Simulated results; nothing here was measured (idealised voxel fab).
process module | voxel transistor to metal
cross-section cut | 145 nm wide | cells 5 nm
A cross-section is a grid of square cells, given in bands from the top down. A band is one or more rows of cells.
Each band's line starts with the height of the band's top and of its bottom, in nm. Then come its materials from left to right, each with its width in nm. One material with "throughout" fills the band from edge to edge. "air" is empty space.
Height 0 is the level under which the wafer as received is all one material. The lowest band goes on downwards, as in "0 down".
A width such as "30 to 40" changes by the same amount from each row of cells to the next, from the band's top row to its bottom row.
"no change" after a step means that no cell of the cross-section changed.
closed voids: empty space of 8 cells or more with no open way to the top, each as width x height at its distance from the left edge, in nm
after a step's settings: what the simulator itself notes on the step
overlay nm, on a step with a mask: how far to the right of its planned place the mask lay; to the left if negative
plan
1 op RECEIVE | material Si
2 op OXIDIZE | depth nm 5
3 op CONFORMAL_DEP | material SiN | thk nm 10
4 op MASKED_ETCH | tone cover | mask id ACTIVE | width nm 95 | etch materials SiN | depth nm 10 | overlay nm 0
5 op MASKED_ETCH | tone cover | mask id ACTIVE | width nm 95 | etch materials SiO2 | depth nm 5 | overlay nm 0
6 op MASKED_ETCH | tone cover | mask id ACTIVE | width nm 95 | etch materials Si | depth nm 20 | overlay nm 0
7 op FILL_DEP | material SiO2 | thk nm 10
8 op CMP | height nm 10
9 op SELECTIVE_ETCH | etch materials SiO2 | depth nm 5
10 op STRIP | etch materials SiN
11 op SELECTIVE_ETCH | etch materials SiO2 | depth nm 5
12 op OXIDIZE | depth nm 5
13 op DIRECTIONAL_DEP | material polySi | thk nm 25
14 op DIRECTIONAL_DEP | material SiCN | thk nm 10
15 op MASKED_ETCH | tone cover | mask id GATE | width nm 25 | etch materials SiCN | depth nm 20 | overlay nm 0
16 op MASKED_ETCH | tone cover | mask id GATE | width nm 25 | etch materials polySi | depth nm 35 | overlay nm 0
17 op CONFORMAL_DEP | material SiN | thk nm 10
18 op DIRECTIONAL_ETCH | etch materials SiN | depth nm 10
19 op DIRECTIONAL_ETCH | etch materials SiO2 | depth nm 5
20 op DIRECTIONAL_ETCH | etch materials Si | depth nm 15
21 op EPI | material SiGe | thk nm 20
22 op FILL_DEP | material SiO2 | thk nm 10
23 op CMP | height nm 30
24 op DIRECTIONAL_DEP | material SiO2 | thk nm 15
25 op DIRECTIONAL_DEP | material aC | thk nm 15
26 op PATTERN | tone open | mask id CONTACT | material resist | width nm 25 | pitch nm 60 | thk nm 30 | overlay nm 0
27 op DIRECTIONAL_ETCH | etch materials aC | depth nm 15
28 op STRIP | etch materials resist
29 op DIRECTIONAL_ETCH | etch materials SiO2 | depth nm 35
30 op STRIP | etch materials aC
31 op CONFORMAL_DEP | material TiN | thk nm 5
32 op FILL_DEP | material Ru | thk nm 5
33 op CMP | height nm 45
34 op CONFORMAL_DEP | material SiN | thk nm 5
35 op DIRECTIONAL_DEP | material SiO2 | thk nm 20
36 op PATTERN | tone open | mask id METAL_1 | material resist | width nm 15 | pitch nm 70 | thk nm 15 | overlay nm 0
37 op DIRECTIONAL_ETCH | etch materials SiO2 | depth nm 20
38 op DIRECTIONAL_ETCH | etch materials SiN | depth nm 5
39 op STRIP | etch materials resist
40 op CONFORMAL_DEP | material TiN | thk nm 5
41 op FILL_DEP | material W | thk nm 5
42 op CMP | height nm 70
43 op CONFORMAL_DEP | material SiCN | thk nm 5
as received, after step 1
  0 down: Si throughout
  closed voids: none
a wafer at the end: this start, this plan, one mistake
  75 to 70: SiCN throughout
  70 to 50: SiO2 30 | TiN 5 | W 5 | TiN 5 | SiO2 55 | TiN 5 | W 5 | TiN 5 | SiO2 30
  50 to 45: SiN 30 | TiN 15 | SiN 55 | TiN 15 | SiN 30
  45 to 35: SiO2 30 | TiN 5 | Ru 15 | TiN 5 | SiO2 35 | TiN 5 | Ru 15 | TiN 5 | SiO2 30
  35 to 30: SiO2 30 | TiN 5 | Ru 10 | TiN 10 | SiO2 35 | TiN 10 | Ru 10 | TiN 5 | SiO2 30
  30 to 25: SiO2 30 | TiN 5 | Ru 10 | TiN 5 | SiN 10 | SiCN 25 | SiN 10 | TiN 5 | Ru 10 | TiN 5 | SiO2 30
  25 to 20: SiO2 30 | TiN 5 | Ru 10 | TiN 5 | SiN 10 | SiCN 25 | SiN 10 | TiN 20 | SiO2 30
  20 to 15: SiO2 30 | TiN 5 | Ru 10 | TiN 5 | SiN 10 | polySi 35 | SiN 10 | TiN 10 | SiO2 30
  15 to 10: SiO2 30 | TiN 20 | SiN 10 | polySi 35 | SiN 10 | TiN 10 | SiO2 30
  10 to 0: SiO2 20 | SiGe 30 | SiN 10 | polySi 35 | SiN 10 | SiGe 20 | SiO2 20
  0 to -5: SiO2 20 | SiN 10 | SiGe 20 | SiN 10 | polySi 35 | SiN 10 | SiGe 10 | SiN 10 | SiO2 20
  -5 to -10: SiO2 30 | SiGe 20 | SiO2 55 | SiGe 10 | SiO2 30
  -10 to -25: SiO2 25 | Si 5 | SiGe 20 | Si 55 | SiGe 10 | Si 5 | SiO2 25
  -25 down: Si throughout
  closed voids: none
what went wrong: step 16 ran as: op MASKED_ETCH | tone cover | mask id GATE | width nm 25 | etch materials polySi | depth nm 35 | overlay nm 10
